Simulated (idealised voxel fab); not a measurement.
process module | voxel capacitor over wiring
cross-section cut | 210 nm wide | cells 5 nm
A cross-section is a grid of square cells, given in bands from the top down. A band is one or more rows of cells.
Each band's line starts with the height of the band's top and of its bottom, in nm. Then come its materials from left to right, each with its width in nm. One material with "throughout" fills the band from edge to edge. "air" is empty space.
Height 0 is the level under which the wafer as received is all one material. The lowest band goes on downwards, as in "0 down".
A width such as "30 to 40" changes by the same amount from each row of cells to the next, from the band's top row to its bottom row.
"no change" after a step means that no cell of the cross-section changed.
closed voids: empty space of 8 cells or more with no open way to the top, each as width x height at its distance from the left edge, in nm
after a step's settings: what the simulator itself notes on the step
overlay nm, on a step with a mask: how far to the right of its planned place the mask lay; to the left if negative
plan
1 op RECEIVE | material Si
2 op CONFORMAL_DEP | material SiO2 | thk nm 15
3 op DIRECTIONAL_DEP | material TiN | thk nm 5
4 op DIRECTIONAL_DEP | material W | thk nm 25
5 op MASKED_ETCH | tone cover | mask id METAL_1 | width nm 20 | pitch nm 80 | etch materials W | depth nm 25 | overlay nm 0
6 op MASKED_ETCH | tone cover | mask id METAL_1 | width nm 20 | pitch nm 80 | etch materials TiN | depth nm 5 | overlay nm 0
7 op CONFORMAL_DEP | material SiN | thk nm 5
8 op FILL_DEP | material lowk | thk nm 5
9 op CMP | height nm 45
10 op CONFORMAL_DEP | material SiCN | thk nm 5
11 op DIRECTIONAL_DEP | material SiO2 | thk nm 10
12 op MASKED_ETCH | tone open | mask id PLUG_1 | width nm 15 | etch materials SiO2 | depth nm 10 | overlay nm 0
13 op MASKED_ETCH | tone open | mask id PLUG_1 | width nm 15 | etch materials SiCN | depth nm 5 | overlay nm 0
14 op CONFORMAL_DEP | material TiN | thk nm 5
15 op FILL_DEP | material Cu | thk nm 5
16 op CMP | height nm 60
17 op DIRECTIONAL_DEP | material TiN | thk nm 5
18 op DIRECTIONAL_DEP | material Al2O3 | thk nm 5
19 op DIRECTIONAL_DEP | material TiN | thk nm 10
20 op DIRECTIONAL_DEP | material aC | thk nm 10
21 op PATTERN | tone cover | mask id UPPER_PLATE | material resist | width nm 65 | thk nm 25 | overlay nm 0
22 op DIRECTIONAL_ETCH | etch materials aC | depth nm 10
23 op STRIP | etch materials resist
24 op DIRECTIONAL_ETCH | etch materials TiN | depth nm 10
25 op DIRECTIONAL_ETCH | etch materials Al2O3 | depth nm 5
26 op STRIP | etch materials aC
27 op DIRECTIONAL_DEP | material aC | thk nm 10
28 op PATTERN | tone cover | mask id LOWER_PLATE | material resist | width nm 65 | thk nm 30 | overlay nm 0
29 op DIRECTIONAL_ETCH | etch materials aC | depth nm 10
30 op STRIP | etch materials resist
31 op DIRECTIONAL_ETCH | etch materials TiN | depth nm 5
32 op STRIP | etch materials aC
33 op FILL_DEP | material SiO2 | thk nm 20
34 op CMP | height nm 95
35 op MASKED_ETCH | tone open | mask id PLUG_2 | width nm 15 | etch materials SiO2 | depth nm 15 | overlay nm 0
36 op CONFORMAL_DEP | material TiN | thk nm 5
37 op FILL_DEP | material Ru | thk nm 5
38 op CMP | height nm 95
39 op CONFORMAL_DEP | material SiCN | thk nm 5
varied across the wafers: width nm of step 28. The plan shows the first wafer's value. All wafers start alike
first wafer as received, after step 1
  0 down: Si throughout
  closed voids: none
first wafer at the end, after step 39
  100 to 95: SiCN throughout
  95 to 85: SiO2 70 | TiN 5 | Ru 5 | TiN 5 | SiO2 125
  85 to 80: SiO2 70 | TiN 15 | SiO2 125
  80 to 70: SiO2 60 | TiN 65 | SiO2 85
  70 to 65: SiO2 60 | Al2O3 65 | SiO2 85
  65 to 60: SiO2 60 | TiN 65 | SiO2 85
  60 to 50: SiO2 60 | TiN 5 | Cu 5 | TiN 5 | SiO2 135
  50 to 45: SiCN 60 | TiN 15 | SiCN 135
  45 to 20: lowk 50 | SiN 5 | W 20 | SiN 5 | lowk 50 | SiN 5 | W 20 | SiN 5 | lowk 50
  20 to 15: SiN 55 | TiN 20 | SiN 60 | TiN 20 | SiN 55
  15 to 0: SiO2 throughout
  0 down: Si throughout
  closed voids: none
last wafer at the end
  100 to 95: SiCN throughout
  95 to 85: SiO2 70 | TiN 5 | Ru 5 | TiN 5 | SiO2 125
  85 to 80: SiO2 70 | TiN 15 | SiO2 125
  80 to 70: SiO2 60 | TiN 65 | SiO2 85
  70 to 65: SiO2 60 | Al2O3 65 | SiO2 85
  65 to 60: SiO2 50 | TiN 90 | SiO2 70
  60 to 50: SiO2 60 | TiN 5 | Cu 5 | TiN 5 | SiO2 135
  50 to 45: SiCN 60 | TiN 15 | SiCN 135
  45 to 20: lowk 50 | SiN 5 | W 20 | SiN 5 | lowk 50 | SiN 5 | W 20 | SiN 5 | lowk 50
  20 to 15: SiN 55 | TiN 20 | SiN 60 | TiN 20 | SiN 55
  15 to 0: SiO2 throughout
  0 down: Si throughout
  closed voids: none
each wafer at the end: cells of each material gained (+) or lost (-) since it was received, then its closed voids
width nm 65 | +13 Al2O3 | +2 Cu | +2 Ru | +81 SiCN | +54 SiN | +437 SiO2 | +61 TiN | +40 W | +150 lowk | closed voids: none
width nm 70 | +13 Al2O3 | +2 Cu | +2 Ru | +81 SiCN | +54 SiN | +436 SiO2 | +62 TiN | +40 W | +150 lowk | closed voids: none
width nm 75 | +13 Al2O3 | +2 Cu | +2 Ru | +81 SiCN | +54 SiN | +435 SiO2 | +63 TiN | +40 W | +150 lowk | closed voids: none
width nm 80 | +13 Al2O3 | +2 Cu | +2 Ru | +81 SiCN | +54 SiN | +434 SiO2 | +64 TiN | +40 W | +150 lowk | closed voids: none
width nm 85 | +13 Al2O3 | +2 Cu | +2 Ru | +81 SiCN | +54 SiN | +433 SiO2 | +65 TiN | +40 W | +150 lowk | closed voids: none
width nm 90 | +13 Al2O3 | +2 Cu | +2 Ru | +81 SiCN | +54 SiN | +432 SiO2 | +66 TiN | +40 W | +150 lowk | closed voids: none
